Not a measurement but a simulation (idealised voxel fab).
This section sets out a process module, namely voxel wiring stack.
Each square cell in cross-section cut measures 5 nm, and the section as a whole is 260 nm wide.
Format of a cross-section: grid, square cells. Given as bands. Order: top down. Band: one or more rows of cells. Top, bottom (nm), then materials left to right with widths (nm); lone material tagged "full width" fills the whole band edge to edge; "air" = empty space. The reference from which all heights are counted is 0, the level beneath which the as-received wafer is entirely one material; the lowest band, having no lower bound, proceeds downward and is written after the example "z 0 and below". Top row gets the first number, bottom row gets the second, and each row in between changes by the same step: that is how a band width like "30 to 40" works. "all unchanged", as given for a step, is the statement that not any cell of the cross-section underwent a change during that step. So "Catalogued sealed voids" is basically the list of trapped voids: any empty space of 8 cells or more that can't reach the top through an opening. They're written width x height at distance, the distance being from the left edge, and it's all nm. If you see something after the settings on a step's line, that's the simulator's own remark about that step. Steps that use a mask can have "overlay nm" on their line. It says how far the mask sat to the right of where it was meant to be. Negative means to the left.
This section lists the process steps that were planned
1) RECEIVE (material Si)
2) CONFORMAL_DEP (material SiO2; thk nm 10)
3) DIRECTIONAL_DEP (material TiN; thk nm 5)
4) DIRECTIONAL_DEP (material W; thk nm 25)
5) MASKED_ETCH (tone cover; mask id METAL_1; width nm 20; pitch nm 50; etch materials W; depth nm 25; overlay nm 0)
6) MASKED_ETCH (tone cover; mask id METAL_1; width nm 20; pitch nm 50; etch materials TiN; depth nm 5; overlay nm 0)
7) CONFORMAL_DEP (material SiN; thk nm 5)
8) FILL_DEP (material lowk; thk nm 10)
9) CMP (height nm 40)
10) CONFORMAL_DEP (material SiCN; thk nm 5)
11) DIRECTIONAL_DEP (material lowk; thk nm 15)
12) MASKED_ETCH (tone open; mask id PLUG_1; width nm 15; pitch nm 100; etch materials lowk; depth nm 15; overlay nm 0)
13) MASKED_ETCH (tone open; mask id PLUG_1; width nm 15; pitch nm 100; etch materials SiCN; depth nm 5; overlay nm 0)
14) CONFORMAL_DEP (material TiN; thk nm 5)
15) FILL_DEP (material Cu; thk nm 5)
16) CMP (height nm 60)
17) CONFORMAL_DEP (material SiCN; thk nm 5)
18) DIRECTIONAL_DEP (material SiO2; thk nm 25)
19) DIRECTIONAL_DEP (material aC; thk nm 15)
20) PATTERN (tone open; mask id METAL_2; material resist; width nm 20; pitch nm 50; thk nm 30; overlay nm 0)
21) DIRECTIONAL_ETCH (etch materials aC; depth nm 15)
22) STRIP (etch materials resist)
23) DIRECTIONAL_ETCH (etch materials SiO2; depth nm 25)
24) DIRECTIONAL_ETCH (etch materials SiCN; depth nm 5)
25) STRIP (etch materials aC)
26) CONFORMAL_DEP (material TiN; thk nm 5)
27) FILL_DEP (material Ru; thk nm 10)
28) CMP (height nm 90)
29) CONFORMAL_DEP (material SiCN; thk nm 5)
30) DIRECTIONAL_DEP (material SiO2; thk nm 20)
31) MASKED_ETCH (tone open; mask id PLUG_2; width nm 15; pitch nm 50; etch materials SiO2; depth nm 20; overlay nm 0)
32) MASKED_ETCH (tone open; mask id PLUG_2; width nm 15; pitch nm 50; etch materials SiCN; depth nm 5; overlay nm 0)
33) CONFORMAL_DEP (material TiN; thk nm 5)
34) FILL_DEP (material W; thk nm 5)
35) CMP (height nm 115)
36) CONFORMAL_DEP (material SiCN; thk nm 5)
37) DIRECTIONAL_DEP (material SiO2; thk nm 20)
38) PATTERN (tone open; mask id METAL_3; material resist; width nm 20; pitch nm 50; thk nm 15; overlay nm 0)
39) DIRECTIONAL_ETCH (etch materials SiO2; depth nm 20)
40) DIRECTIONAL_ETCH (etch materials SiCN; depth nm 5)
41) STRIP (etch materials resist)
42) CONFORMAL_DEP (material TiN; thk nm 5)
43) FILL_DEP (material Ru; thk nm 5)
44) CMP (height nm 140)
45) EPI (material Ru; thk nm 5)
46) FILL_DEP (material SiCN; thk nm 5)
First of two wafers: run as planned
This is the cross-section of the wafer as we received it, i.e. after step 1
	z 0 and below = Si full width
	Catalogued sealed voids: none
You're looking at a cross-section of the wafer after step 2
	z 10 to 0 = SiO2 full width
	Below 0, no change.
You're looking at a cross-section of the wafer after step 3
	z 15 to 10 = TiN full width
	Below 10, no change.
You're looking at a cross-section of the wafer after step 4
	z 40 to 15 = W full width
	Below 15, no change.
You're looking at a cross-section of the wafer after step 5
	z 40 to 15 = 70 nm air, 20 nm W, 30 nm air, 20 nm W, 30 nm air, 20 nm W, 70 nm air
	Below 15, no change.
You're looking at a cross-section of the wafer after step 6
	z 40 to 15 = 70 nm air, 20 nm W, 30 nm air, 20 nm W, 30 nm air, 20 nm W, 70 nm air
	z 15 to 10 = 70 nm air, 20 nm TiN, 30 nm air, 20 nm TiN, 30 nm air, 20 nm TiN, 70 nm air
	Below 10, no change.
You're looking at a cross-section of the wafer after step 7
	z 45 to 40 = 65 nm air, 30 nm SiN, 20 nm air, 30 nm SiN, 20 nm air, 30 nm SiN, 65 nm air
	z 40 to 15 = 65 nm air, 5 nm SiN, 20 nm W, 5 nm SiN, 20 nm air, 5 nm SiN, 20 nm W, 5 nm SiN, 20 nm air, 5 nm SiN, 20 nm W, 5 nm SiN, 65 nm air
	z 15 to 10 = 70 nm SiN, 20 nm TiN, 30 nm SiN, 20 nm TiN, 30 nm SiN, 20 nm TiN, 70 nm SiN
	Below 10, no change.
You're looking at a cross-section of the wafer after step 8
	z 55 to 45 = lowk full width
	z 45 to 40 = 65 nm lowk, 30 nm SiN, 20 nm lowk, 30 nm SiN, 20 nm lowk, 30 nm SiN, 65 nm lowk
	z 40 to 15 = 65 nm lowk, 5 nm SiN, 20 nm W, 5 nm SiN, 20 nm lowk, 5 nm SiN, 20 nm W, 5 nm SiN, 20 nm lowk, 5 nm SiN, 20 nm W, 5 nm SiN, 65 nm lowk
	Below 15, no change.
You're looking at a cross-section of the wafer after step 9
	z 40 to 15 = 65 nm lowk, 5 nm SiN, 20 nm W, 5 nm SiN, 20 nm lowk, 5 nm SiN, 20 nm W, 5 nm SiN, 20 nm lowk, 5 nm SiN, 20 nm W, 5 nm SiN, 65 nm lowk
	Below 15, no change.
You're looking at a cross-section of the wafer after step 10
	z 45 to 40 = SiCN full width
	Below 40, no change.
You're looking at a cross-section of the wafer after step 11
	z 60 to 45 = lowk full width
	Below 45, no change.
You're looking at a cross-section of the wafer after step 12
	z 60 to 45 = 70 nm lowk, 15 nm air, 85 nm lowk, 15 nm air, 75 nm lowk
	Below 45, no change.
You're looking at a cross-section of the wafer after step 13
	z 60 to 45 = 70 nm lowk, 15 nm air, 85 nm lowk, 15 nm air, 75 nm lowk
	z 45 to 40 = 70 nm SiCN, 15 nm air, 85 nm SiCN, 15 nm air, 75 nm SiCN
	Below 40, no change.
You're looking at a cross-section of the wafer after step 14
	z 65 to 60 = 75 nm TiN, 5 nm air, 95 nm TiN, 5 nm air, 80 nm TiN
	z 60 to 45 = 70 nm lowk, 5 nm TiN, 5 nm air, 5 nm TiN, 85 nm lowk, 5 nm TiN, 5 nm air, 5 nm TiN, 75 nm lowk
	z 45 to 40 = 70 nm SiCN, 15 nm TiN, 85 nm SiCN, 15 nm TiN, 75 nm SiCN
	Below 40, no change.
You're looking at a cross-section of the wafer after step 15
	z 70 to 65 = Cu full width
	z 65 to 60 = 75 nm TiN, 5 nm Cu, 95 nm TiN, 5 nm Cu, 80 nm TiN
	z 60 to 45 = 70 nm lowk, 5 nm TiN, 5 nm Cu, 5 nm TiN, 85 nm lowk, 5 nm TiN, 5 nm Cu, 5 nm TiN, 75 nm lowk
	Below 45, no change.
You're looking at a cross-section of the wafer after step 16
	z 60 to 45 = 70 nm lowk, 5 nm TiN, 5 nm Cu, 5 nm TiN, 85 nm lowk, 5 nm TiN, 5 nm Cu, 5 nm TiN, 75 nm lowk
	Below 45, no change.
You're looking at a cross-section of the wafer after step 17
	z 65 to 60 = SiCN full width
	Below 60, no change.
You're looking at a cross-section of the wafer after step 18
	z 90 to 65 = SiO2 full width
	Below 65, no change.
You're looking at a cross-section of the wafer after step 19
	z 105 to 90 = aC full width
	Below 90, no change.
You're looking at a cross-section of the wafer after step 20
	z 135 to 105 = 70 nm resist, 20 nm air, 30 nm resist, 20 nm air, 30 nm resist, 20 nm air, 70 nm resist
	Below 105, no change.
You're looking at a cross-section of the wafer after step 21
	z 120 to 105 = 70 nm resist, 20 nm air, 30 nm resist, 20 nm air, 30 nm resist, 20 nm air, 70 nm resist
	z 105 to 90 = 70 nm aC, 20 nm air, 30 nm aC, 20 nm air, 30 nm aC, 20 nm air, 70 nm aC
	Below 90, no change.
You're looking at a cross-section of the wafer after step 22
	z 105 to 90 = 70 nm aC, 20 nm air, 30 nm aC, 20 nm air, 30 nm aC, 20 nm air, 70 nm aC
	Below 90, no change.
You're looking at a cross-section of the wafer after step 23
	z 105 to 90 = 70 nm aC, 20 nm air, 30 nm aC, 20 nm air, 30 nm aC, 20 nm air, 70 nm aC
	z 90 to 65 = 70 nm SiO2, 20 nm air, 30 nm SiO2, 20 nm air, 30 nm SiO2, 20 nm air, 70 nm SiO2
	Below 65, no change.
You're looking at a cross-section of the wafer after step 24
	z 105 to 90 = 70 nm aC, 20 nm air, 30 nm aC, 20 nm air, 30 nm aC, 20 nm air, 70 nm aC
	z 90 to 65 = 70 nm SiO2, 20 nm air, 30 nm SiO2, 20 nm air, 30 nm SiO2, 20 nm air, 70 nm SiO2
	z 65 to 60 = 70 nm SiCN, 20 nm air, 30 nm SiCN, 20 nm air, 30 nm SiCN, 20 nm air, 70 nm SiCN
	Below 60, no change.
You're looking at a cross-section of the wafer after step 25
	z 90 to 65 = 70 nm SiO2, 20 nm air, 30 nm SiO2, 20 nm air, 30 nm SiO2, 20 nm air, 70 nm SiO2
	Below 65, no change.
You're looking at a cross-section of the wafer after step 26
	z 95 to 90 = 75 nm TiN, 10 nm air, 40 nm TiN, 10 nm air, 40 nm TiN, 10 nm air, 75 nm TiN
	z 90 to 65 = 70 nm SiO2, 5 nm TiN, 10 nm air, 5 nm TiN, 30 nm SiO2, 5 nm TiN, 10 nm air, 5 nm TiN, 30 nm SiO2, 5 nm TiN, 10 nm air, 5 nm TiN, 70 nm SiO2
	z 65 to 60 = 70 nm SiCN, 20 nm TiN, 30 nm SiCN, 20 nm TiN, 30 nm SiCN, 20 nm TiN, 70 nm SiCN
	Below 60, no change.
You're looking at a cross-section of the wafer after step 27
	z 105 to 95 = Ru full width
	z 95 to 90 = 75 nm TiN, 10 nm Ru, 40 nm TiN, 10 nm Ru, 40 nm TiN, 10 nm Ru, 75 nm TiN
	z 90 to 65 = 70 nm SiO2, 5 nm TiN, 10 nm Ru, 5 nm TiN, 30 nm SiO2, 5 nm TiN, 10 nm Ru, 5 nm TiN, 30 nm SiO2, 5 nm TiN, 10 nm Ru, 5 nm TiN, 70 nm SiO2
	Below 65, no change.
You're looking at a cross-section of the wafer after step 28
	z 90 to 65 = 70 nm SiO2, 5 nm TiN, 10 nm Ru, 5 nm TiN, 30 nm SiO2, 5 nm TiN, 10 nm Ru, 5 nm TiN, 30 nm SiO2, 5 nm TiN, 10 nm Ru, 5 nm TiN, 70 nm SiO2
	Below 65, no change.
You're looking at a cross-section of the wafer after step 29
	z 95 to 90 = SiCN full width
	Below 90, no change.
You're looking at a cross-section of the wafer after step 30
	z 115 to 95 = SiO2 full width
	Below 95, no change.
You're looking at a cross-section of the wafer after step 31
	z 115 to 95 = 70 nm SiO2, 15 nm air, 35 nm SiO2, 15 nm air, 35 nm SiO2, 15 nm air, 75 nm SiO2
	Below 95, no change.
You're looking at a cross-section of the wafer after step 32
	z 115 to 95 = 70 nm SiO2, 15 nm air, 35 nm SiO2, 15 nm air, 35 nm SiO2, 15 nm air, 75 nm SiO2
	z 95 to 90 = 70 nm SiCN, 15 nm air, 35 nm SiCN, 15 nm air, 35 nm SiCN, 15 nm air, 75 nm SiCN
	Below 90, no change.
You're looking at a cross-section of the wafer after step 33
	z 120 to 115 = 75 nm TiN, 5 nm air, 45 nm TiN, 5 nm air, 45 nm TiN, 5 nm air, 80 nm TiN
	z 115 to 95 = 70 nm SiO2, 5 nm TiN, 5 nm air, 5 nm TiN, 35 nm SiO2, 5 nm TiN, 5 nm air, 5 nm TiN, 35 nm SiO2, 5 nm TiN, 5 nm air, 5 nm TiN, 75 nm SiO2
	z 95 to 90 = 70 nm SiCN, 15 nm TiN, 35 nm SiCN, 15 nm TiN, 35 nm SiCN, 15 nm TiN, 75 nm SiCN
	Below 90, no change.
You're looking at a cross-section of the wafer after step 34
	z 125 to 120 = W full width
	z 120 to 115 = 75 nm TiN, 5 nm W, 45 nm TiN, 5 nm W, 45 nm TiN, 5 nm W, 80 nm TiN
	z 115 to 95 = 70 nm SiO2, 5 nm TiN, 5 nm W, 5 nm TiN, 35 nm SiO2, 5 nm TiN, 5 nm W, 5 nm TiN, 35 nm SiO2, 5 nm TiN, 5 nm W, 5 nm TiN, 75 nm SiO2
	Below 95, no change.
You're looking at a cross-section of the wafer after step 35
	z 115 to 95 = 70 nm SiO2, 5 nm TiN, 5 nm W, 5 nm TiN, 35 nm SiO2, 5 nm TiN, 5 nm W, 5 nm TiN, 35 nm SiO2, 5 nm TiN, 5 nm W, 5 nm TiN, 75 nm SiO2
	Below 95, no change.
You're looking at a cross-section of the wafer after step 36
	z 120 to 115 = SiCN full width
	Below 115, no change.
You're looking at a cross-section of the wafer after step 37
	z 140 to 120 = SiO2 full width
	Below 120, no change.
You're looking at a cross-section of the wafer after step 38
	z 155 to 140 = 70 nm resist, 20 nm air, 30 nm resist, 20 nm air, 30 nm resist, 20 nm air, 70 nm resist
	Below 140, no change.
You're looking at a cross-section of the wafer after step 39
	z 155 to 140 = 70 nm resist, 20 nm air, 30 nm resist, 20 nm air, 30 nm resist, 20 nm air, 70 nm resist
	z 140 to 120 = 70 nm SiO2, 20 nm air, 30 nm SiO2, 20 nm air, 30 nm SiO2, 20 nm air, 70 nm SiO2
	Below 120, no change.
You're looking at a cross-section of the wafer after step 40
	z 155 to 140 = 70 nm resist, 20 nm air, 30 nm resist, 20 nm air, 30 nm resist, 20 nm air, 70 nm resist
	z 140 to 120 = 70 nm SiO2, 20 nm air, 30 nm SiO2, 20 nm air, 30 nm SiO2, 20 nm air, 70 nm SiO2
	z 120 to 115 = 70 nm SiCN, 20 nm air, 30 nm SiCN, 20 nm air, 30 nm SiCN, 20 nm air, 70 nm SiCN
	Below 115, no change.
You're looking at a cross-section of the wafer after step 41
	z 140 to 120 = 70 nm SiO2, 20 nm air, 30 nm SiO2, 20 nm air, 30 nm SiO2, 20 nm air, 70 nm SiO2
	Below 120, no change.
You're looking at a cross-section of the wafer after step 42
	z 145 to 140 = 75 nm TiN, 10 nm air, 40 nm TiN, 10 nm air, 40 nm TiN, 10 nm air, 75 nm TiN
	z 140 to 120 = 70 nm SiO2, 5 nm TiN, 10 nm air, 5 nm TiN, 30 nm SiO2, 5 nm TiN, 10 nm air, 5 nm TiN, 30 nm SiO2, 5 nm TiN, 10 nm air, 5 nm TiN, 70 nm SiO2
	z 120 to 115 = 70 nm SiCN, 20 nm TiN, 30 nm SiCN, 20 nm TiN, 30 nm SiCN, 20 nm TiN, 70 nm SiCN
	Below 115, no change.
You're looking at a cross-section of the wafer after step 43
	z 150 to 145 = Ru full width
	z 145 to 140 = 75 nm TiN, 10 nm Ru, 40 nm TiN, 10 nm Ru, 40 nm TiN, 10 nm Ru, 75 nm TiN
	z 140 to 120 = 70 nm SiO2, 5 nm TiN, 10 nm Ru, 5 nm TiN, 30 nm SiO2, 5 nm TiN, 10 nm Ru, 5 nm TiN, 30 nm SiO2, 5 nm TiN, 10 nm Ru, 5 nm TiN, 70 nm SiO2
	Below 120, no change.
You're looking at a cross-section of the wafer after step 44
	z 140 to 120 = 70 nm SiO2, 5 nm TiN, 10 nm Ru, 5 nm TiN, 30 nm SiO2, 5 nm TiN, 10 nm Ru, 5 nm TiN, 30 nm SiO2, 5 nm TiN, 10 nm Ru, 5 nm TiN, 70 nm SiO2
	Below 120, no change.
You're looking at a cross-section of the wafer after step 45
	z 145 to 140 = 65 nm air, 30 nm Ru, 20 nm air, 30 nm Ru, 20 nm air, 30 nm Ru, 65 nm air
	Below 140, no change.
You're looking at a cross-section of the wafer after step 46
	z 150 to 145 = SiCN full width
	z 145 to 140 = 65 nm SiCN, 30 nm Ru, 20 nm SiCN, 30 nm Ru, 20 nm SiCN, 30 nm Ru, 65 nm SiCN
	Below 140, no change.
What follows concerns the second wafer, which started out like the first and was meant to follow the very same plan; one mistake crept in when it was run, but everything up to and including step 43 is the same as for the first wafer
Cross-section: second wafer, time at which step 44 was scheduled to end
	z 140 to 120 = 70 nm SiO2, 5 nm TiN, 10 nm Ru, 5 nm TiN, 30 nm SiO2, 5 nm TiN, 10 nm Ru, 5 nm TiN, 30 nm SiO2, 5 nm TiN, 10 nm Ru, 5 nm TiN, 70 nm SiO2
	Below 120, no change.
Cross-section: second wafer, time at which step 45 was scheduled to end
	z 145 to 140 = 65 nm air, 30 nm Ru, 20 nm air, 30 nm Ru, 20 nm air, 30 nm Ru, 65 nm air
	Below 140, no change.
Cross-section: second wafer, time at which step 46 was scheduled to end
	z 150 to 145 = SiCN full width
	z 145 to 140 = 65 nm SiCN, 30 nm Ru, 20 nm SiCN, 30 nm Ru, 20 nm SiCN, 30 nm Ru, 65 nm SiCN
	Below 140, no change.
Plan not followed: step 44 was run twice
It should be noted that the final cross-sections of the two wafers coincide, and the mistake therefore has no effect on the output of this model.
